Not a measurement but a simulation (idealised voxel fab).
Proc. module: voxel self aligned vias
The width of the displayed cross-section, cut, is 170 nm; its cells are square, with a size of 5 nm.
In this document a cross-section is written as a grid of square cells. It is given as a series of bands, listed from the top down, and a band is one or more rows of cells. Quick guide to a band line: top height, bottom height (nm) up front; then every material left to right with its width in nm. Only one material and it's marked "all across"? Then it fills the band edge to edge. And "empty" just means empty space. Basically, 0 is our baseline, since under it the wafer straight out of the box is all one material. The bottom band has no lower end and keeps on going down, so it looks like "0 nm and below". Width spec "30->40" -> top row of cells at first value, bottom row at second value, equal per-row change in between. Where the words "nothing changed" appear for a step, the cross-section shows no cell changed by that step; every cell remained as before. "Closed void listing" specifies each empty space that is not open to the top and that occupies no fewer than 8 cells, using the form width x height at distance, the distance measured from the left edge and all three quantities in nm. Step line, after settings: the simulator's comment on this step. overlay nm: how far to the right of its planned place the mask lay on this masked step (negative: to the left).

## The planned process steps are enumerated hereunder
- 1: RECEIVE, material Si
- 2: CONFORMAL_DEP, material SiO2, thk nm 10
- 3: CONFORMAL_DEP, material SiCN, thk nm 5
- 4: DIRECTIONAL_DEP, material lowk, thk nm 20
- 5: MASKED_ETCH, tone open, mask id LINES, width nm 30, pitch nm 80, etch materials lowk, depth nm 20, overlay nm 0
- 6: CONFORMAL_DEP, material TiN, thk nm 5
- 7: FILL_DEP, material Ru, thk nm 10
- 8: CMP, height nm 35
- 9: SELECTIVE_ETCH, etch materials W Ru TiN, depth nm 5
- 10: FILL_DEP, material SiN, thk nm 5
- 11: CMP, height nm 35
- 12: DIRECTIONAL_DEP, material lowk, thk nm 20
- 13: DIRECTIONAL_DEP, material aC, thk nm 10
- 14: PATTERN, tone open, mask id VIAS, material resist, width nm 50, thk nm 30, overlay nm 0
- 15: DIRECTIONAL_ETCH, etch materials aC, depth nm 10
- 16: STRIP, etch materials resist
- 17: DIRECTIONAL_ETCH, etch materials lowk, depth nm 20
- 18: DIRECTIONAL_ETCH, etch materials SiN, depth nm 5
- 19: STRIP, etch materials aC
- 20: CONFORMAL_DEP, material TiN, thk nm 5
- 21: FILL_DEP, material Ru, thk nm 10
- 22: CMP, height nm 55
- 23: CONFORMAL_DEP, material SiCN, thk nm 5

## The cross-section here shows the wafer as received, i.e. in its state after step 1
- 0 nm and below  Si all across
- Closed void listing: none

## The following cross-section depicts the wafer upon conclusion of the module. Processing commenced from the starting condition illustrated above and adhered to the plan illustrated above, save for one mistake in execution
- 60 nm to 55 nm  SiCN all across
- 55 nm to 40 nm  20 of lowk  5 of TiN  40 of Ru  5 of TiN  100 of lowk
- 40 nm to 35 nm  20 of lowk  20 of TiN  10 of Ru  20 of TiN  100 of lowk
- 35 nm to 30 nm  35 of lowk  20 of TiN  60 of lowk  20 of SiN  35 of lowk
- 30 nm to 20 nm  35 of lowk  5 of TiN  10 of Ru  5 of TiN  60 of lowk  5 of TiN  10 of Ru  5 of TiN  35 of lowk
- 20 nm to 15 nm  35 of lowk  20 of TiN  60 of lowk  20 of TiN  35 of lowk
- 15 nm to 10 nm  SiCN all across
- 10 nm to 0 nm  SiO2 all across
- 0 nm and below  Si all across
- Closed void listing: none
Deviation from plan: step 5 ran with different settings than intended, the actual operation and settings being MASKED_ETCH, tone open, mask id LINES, width nm 20, pitch nm 80, etch materials lowk, depth nm 20, overlay nm 0
